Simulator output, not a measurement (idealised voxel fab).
The name of this process module is voxel plated lines.
The figure presents cross-section cut, which has a width of 175 nm and is divided into square cells with an edge length of 5 nm.
Cross-section = grid of square cells, listed top down in bands; band = one or more rows. Each band's line starts with the height of the band's top and of its bottom, in nm. Then come its materials from left to right, each with its width in nm. One material with "all across" fills the band from edge to edge. "blank" is empty space. Where do heights start? At 0: under that level the wafer as delivered is made of one material only. And the lowest band has no floor; it just carries on downward, as in "top 0, no bottom". Per-row width for "30 to 40": begins at first number (top row of band), ends at second number (bottom row), increment between rows held constant. The designation "no alterations made", where it is given for a processing step, indicates that no cell of the cross-section was altered in the course of that step. Closed empty spaces (no open way to the top) of 8 cells or more are what "Listed closed voids" lists, each as width x height at distance from the left edge, nm for all three. That trailing text on a step's line, after the settings, is the simulator's own remark on the step. overlay nm, on a step with a mask: how far to the right of its planned place the mask lay; to the left if negative.
-- The steps planned for the process are as follows
1 RECEIVE,material Si
2 CONFORMAL_DEP,material SiO2,thk nm 5
3 DIRECTIONAL_DEP,material TiN,thk nm 5
4 PATTERN,tone open,mask id LINES,material resist,width nm 20,pitch nm 40,thk nm 40,overlay nm 0
5 EPI,material Ru,thk nm 5
6 EPI,material Ru,thk nm 5
7 EPI,material Ru,thk nm 10
8 STRIP,etch materials resist
9 DIRECTIONAL_ETCH,etch materials TiN,depth nm 5
10 CONFORMAL_DEP,material SiN,thk nm 10
-- Wafer as received: cross-section following step 1
> top 0, no bottom  Si all across
> Listed closed voids: none
-- Cross-section, first of two wafers, end of module, run as planned
> top 40, bottom 30  25 nm blank, 120 nm SiN, 30 nm blank
> top 30, bottom 15  25 nm blank, 10 nm SiN, 20 nm Ru, 20 nm SiN, 20 nm Ru, 20 nm SiN, 20 nm Ru, 10 nm SiN, 30 nm blank
> top 15, bottom 10  35 nm SiN, 20 nm Ru, 20 nm SiN, 20 nm Ru, 20 nm SiN, 20 nm Ru, 40 nm SiN
> top 10, bottom 5  35 nm SiN, 20 nm TiN, 20 nm SiN, 20 nm TiN, 20 nm SiN, 20 nm TiN, 40 nm SiN
> top 5, bottom 0  SiO2 all across
> top 0, no bottom  Si all across
> Listed closed voids: none
-- Second wafer through the module, sectioned at the end: same beginning and same plan as the first wafer, with one mistake in carrying it out
> top 50, bottom 40  25 nm blank, 120 nm SiN, 30 nm blank
> top 40, bottom 25  25 nm blank, 10 nm SiN, 20 nm Ru, 20 nm SiN, 20 nm Ru, 20 nm SiN, 20 nm Ru, 10 nm SiN, 30 nm blank
> top 25, bottom 20  35 nm SiN, 20 nm Ru, 20 nm SiN, 20 nm Ru, 20 nm SiN, 20 nm Ru, 40 nm SiN
> top 20, bottom 15  35 nm SiN, 20 nm TiN, 20 nm SiN, 20 nm TiN, 20 nm SiN, 20 nm TiN, 40 nm SiN
> top 15, bottom 5  TiN all across
> top 5, bottom 0  SiO2 all across
> top 0, no bottom  Si all across
> Listed closed voids: none
Here's what went sideways: step 3 ran with different settings than intended, the actual operation and settings being DIRECTIONAL_DEP,material TiN,thk nm 15
The second wafer ends with more or fewer cells of some materials than the first, per final count: TiN +70
